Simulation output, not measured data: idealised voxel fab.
This section sets out a process module, namely voxel ribs on slabs.
We display cut, a cross-section 260 nm in width whose square cells are each 5 nm.
Think of the cross-section as a grid of square cells. We describe it in bands, top to bottom, and each band covers one or more rows of those cells.
Quick guide to a band line: top height, bottom height (nm) up front; then every material left to right with its width in nm. Only one material and it's marked "edge to edge"? Then it fills the band edge to edge. And "empty" just means empty space.
Heights are expressed relative to 0, this being the level below which the as-received wafer comprises one material exclusively. The lowest band is unbounded in the downward direction and is denoted as in "0..down".
A two-number width, for instance "30 to 40", indicates that the width is equal to the first number in the top row of the band and to the second number in the bottom row, and that it changes by a constant amount per row of cells.
"left unchanged" means the step left every cell of the cross-section as it was.
Under "Listed closed voids" you'll find the enclosed gaps, the ones with no way out to the top, that are 8 cells or bigger; each reads width x height at distance, with distance counted from the left edge, everything in nm.
Past the settings on a step's line: simulator remark, on that step.
A step line may carry the setting "overlay nm", which, for steps involving a mask, states the distance by which the mask lay to the right of its intended position; negative values denote displacement to the left.

# Planned step list for the process
step 1: RECEIVE, material Si
step 2: DIRECTIONAL_DEP, material SiO2, thk nm 20
step 3: DIRECTIONAL_DEP, material SiN, thk nm 15
step 4: PATTERN, tone cover, mask id RIB, material resist, width nm 15, thk nm 15, overlay nm 0
step 5: DIRECTIONAL_ETCH, etch materials SiN, depth nm 5
step 6: STRIP, etch materials resist
step 7: DIRECTIONAL_DEP, material aC, thk nm 10
step 8: PATTERN, tone cover, mask id SLAB, material resist, width nm 65, thk nm 30, overlay nm 0
step 9: DIRECTIONAL_ETCH, etch materials aC, depth nm 10
step 10: STRIP, etch materials resist
step 11: DIRECTIONAL_ETCH, etch materials SiN, depth nm 10
step 12: STRIP, etch materials aC
step 13: FILL_DEP, material SiO2, thk nm 15
step 14: CMP, height nm 45
step 15: DIRECTIONAL_DEP, material TiN, thk nm 5
step 16: DIRECTIONAL_DEP, material aC, thk nm 10
step 17: PATTERN, tone cover, mask id HEATER, material resist, width nm 25, thk nm 25, overlay nm 0
step 18: DIRECTIONAL_ETCH, etch materials aC, depth nm 10
step 19: STRIP, etch materials resist
step 20: DIRECTIONAL_ETCH, etch materials TiN, depth nm 5
step 21: STRIP, etch materials aC
step 22: CONFORMAL_DEP, material SiO2, thk nm 10

# The cross-section here shows the wafer as received, i.e. in its state after step 1
* 0..down = Si edge to edge
* Listed closed voids: none

# Cross-sectional image of the first of two wafers at the end of the module, the run having proceeded as planned
* 60..55 = empty 105 / SiO2 45 / empty 110
* 55..50 = SiO2 edge to edge
* 50..45 = SiO2 115 / TiN 25 / SiO2 120
* 45..35 = SiO2 edge to edge
* 35..30 = SiO2 120 / SiN 15 / SiO2 125
* 30..20 = SiO2 95 / SiN 65 / SiO2 100
* 20..0 = SiO2 edge to edge
* 0..down = Si edge to edge
* Listed closed voids: none

# Second of two wafers, module complete, sectioned: it shares the first wafer's start and plan but was run with one mistake
* 50..45 = empty 115 / TiN 25 / empty 120
* 45..35 = SiO2 edge to edge
* 35..30 = SiO2 120 / SiN 15 / SiO2 125
* 30..20 = SiO2 95 / SiN 65 / SiO2 100
* 20..0 = SiO2 edge to edge
* 0..down = Si edge to edge
* Listed closed voids: none
The mistake made against the process plan was this: step 22 was left out
Per the end-of-run cell counts, the second wafer holds more or fewer of some materials than the first: SiO2: 108 fewer
